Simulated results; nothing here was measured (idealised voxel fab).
process module | voxel self aligned contacts
cross-section cut | 240 nm wide | cells 5 nm
A cross-section is a grid of square cells, given in bands from the top down. A band is one or more rows of cells.
Each band's line starts with the height of the band's top and of its bottom, in nm. Then come its materials from left to right, each with its width in nm. One material with "throughout" fills the band from edge to edge. "air" is empty space.
Height 0 is the level under which the wafer as received is all one material. The lowest band goes on downwards, as in "0 down".
A width such as "30 to 40" changes by the same amount from each row of cells to the next, from the band's top row to its bottom row.
"no change" after a step means that no cell of the cross-section changed.
closed voids: empty space of 8 cells or more with no open way to the top, each as width x height at its distance from the left edge, in nm
after a step's settings: what the simulator itself notes on the step
overlay nm, on a step with a mask: how far to the right of its planned place the mask lay; to the left if negative
plan
1 op RECEIVE | material Si
2 op OXIDIZE | depth nm 5
3 op DIRECTIONAL_DEP | material polySi | thk nm 20
4 op DIRECTIONAL_DEP | material SiN | thk nm 20
5 op DIRECTIONAL_DEP | material aC | thk nm 10
6 op PATTERN | tone cover | mask id GATE | material resist | width nm 35 | pitch nm 75 | thk nm 25 | overlay nm 0
7 op DIRECTIONAL_ETCH | etch materials aC | depth nm 10
8 op STRIP | etch materials resist
9 op DIRECTIONAL_ETCH | etch materials SiN | depth nm 20
10 op DIRECTIONAL_ETCH | etch materials polySi | depth nm 20
11 op STRIP | etch materials aC
12 op CONFORMAL_DEP | material SiN | thk nm 10
13 op DIRECTIONAL_ETCH | etch materials SiN | depth nm 10
14 op FILL_DEP | material SiO2 | thk nm 10
15 op CMP | height nm 45
16 op MASKED_ETCH | tone open | mask id CONTACT | width nm 60 | etch materials SiO2 | depth nm 50 | overlay nm 0
17 op CONFORMAL_DEP | material TiN | thk nm 5
18 op FILL_DEP | material Ru | thk nm 5
19 op CMP | height nm 45
20 op CONFORMAL_DEP | material SiCN | thk nm 5
as received, after step 1
  0 down: Si throughout
  closed voids: none
a wafer at the end: this start, this plan, one mistake
  50 to 45: SiCN throughout
  45 to 40: SiO2 55 | SiN 55 | TiN 5 | Ru 10 | TiN 5 | SiN 55 | SiO2 55
  40 to 25: SiO2 55 | SiN 10 | polySi 35 | SiN 10 | TiN 5 | Ru 10 | TiN 5 | SiN 10 | polySi 35 | SiN 10 | SiO2 55
  25 to 20: SiO2 55 | SiN 10 | polySi 35 | SiN 10 | TiN 20 | SiN 10 | polySi 35 | SiN 10 | SiO2 55
  20 to 0: polySi throughout
  0 to -5: SiO2 throughout
  -5 down: Si throughout
  closed voids: none
what went wrong: step 3 was run twice
